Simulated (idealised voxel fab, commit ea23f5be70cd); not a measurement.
process module | voxel self aligned contacts
cross-section cut | 290 nm wide | cells 5 nm
A cross-section is a grid of square cells, given in bands from the top down. A band is one or more rows of cells.
Each band's line starts with the height of the band's top and of its bottom, in nm. Then come its materials from left to right, each with its width in nm. One material with "throughout" fills the band from edge to edge. "air" is empty space.
Height 0 is the level under which the wafer as received is all one material. The lowest band goes on downwards, as in "0 down".
A width such as "30 to 40" changes by the same amount from each row of cells to the next, from the band's top row to its bottom row.
"no change" after a step means that no cell of the cross-section changed.
closed voids: empty space of 8 cells or more with no open way to the top, each as width x height at its distance from the left edge, in nm
after a step's settings: what the simulator itself notes on the step
overlay nm, on a step with a mask: how far to the right of its planned place the mask lay; to the left if negative
plan
1 op RECEIVE | material Si
2 op CONFORMAL_DEP | material SiO2 | thk nm 5
3 op DIRECTIONAL_DEP | material polySi | thk nm 25
4 op DIRECTIONAL_DEP | material SiN | thk nm 15
5 op PATTERN | tone cover | mask id GATE | material resist | width nm 35 | pitch nm 60 | thk nm 15 | overlay nm 0
6 op DIRECTIONAL_ETCH | etch materials SiN | depth nm 15
7 op DIRECTIONAL_ETCH | etch materials polySi | depth nm 25
8 op STRIP | etch materials resist
9 op CONFORMAL_DEP | material SiN | thk nm 5
10 op DIRECTIONAL_ETCH | etch materials SiN | depth nm 5
11 op FILL_DEP | material SiO2 | thk nm 20
12 op CMP | height nm 55
13 op DIRECTIONAL_DEP | material aC | thk nm 15
14 op PATTERN | tone open | mask id CONTACT | material resist | width nm 35 | thk nm 35 | overlay nm 0
15 op DIRECTIONAL_ETCH | etch materials aC | depth nm 15
16 op STRIP | etch materials resist
17 op DIRECTIONAL_ETCH | etch materials SiO2 | depth nm 55
18 op STRIP | etch materials aC
19 op CONFORMAL_DEP | material TiN | thk nm 5
20 op FILL_DEP | material Ru | thk nm 10
21 op CMP | height nm 55
22 op CONFORMAL_DEP | material SiCN | thk nm 5
as received, after step 1
  0 down: Si throughout
  closed voids: none
first wafer at the end, as planned
  60 to 55: SiCN throughout
  55 to 45: SiO2 125 | TiN 5 to 15 | Ru 25 to 5 | TiN 5 to 15 | SiO2 130
  45 to 30: SiO2 90 | SiN 45 | TiN 5 | Ru 5 | TiN 5 | SiN 45 | SiO2 95
  30 to 5: SiO2 90 | SiN 5 | polySi 35 | SiN 5 | TiN 5 | Ru 5 | TiN 5 | SiN 5 | polySi 35 | SiN 5 | SiO2 95
  5 to 0: SiO2 135 | TiN 15 | SiO2 140
  0 down: Si throughout
  closed voids: none
second wafer at the end: like start, like plan, one mistake
  60 to 55: SiCN throughout
  55 to 50: SiO2 125 | TiN 5 | Ru 25 | TiN 5 | SiO2 130
  50 to 45: SiO2 125 | TiN 35 | SiO2 130
  45 to 30: SiN 100 | SiO2 25 | SiN 35 | SiO2 25 | SiN 105
  30 to 5: polySi 95 | SiN 5 | SiO2 25 | SiN 5 | polySi 25 | SiN 5 | SiO2 25 | SiN 5 | polySi 100
  5 to 0: SiO2 throughout
  0 down: Si throughout
  closed voids: none
what went wrong: step 5 ran as: op PATTERN | tone open | mask id GATE | material resist | width nm 35 | pitch nm 60 | thk nm 15 | overlay nm 0
at the end the second wafer has, in cells: 9 fewer of Ru | 90 more of SiN | 213 fewer of SiO2 | 18 fewer of TiN | 150 more of polySi
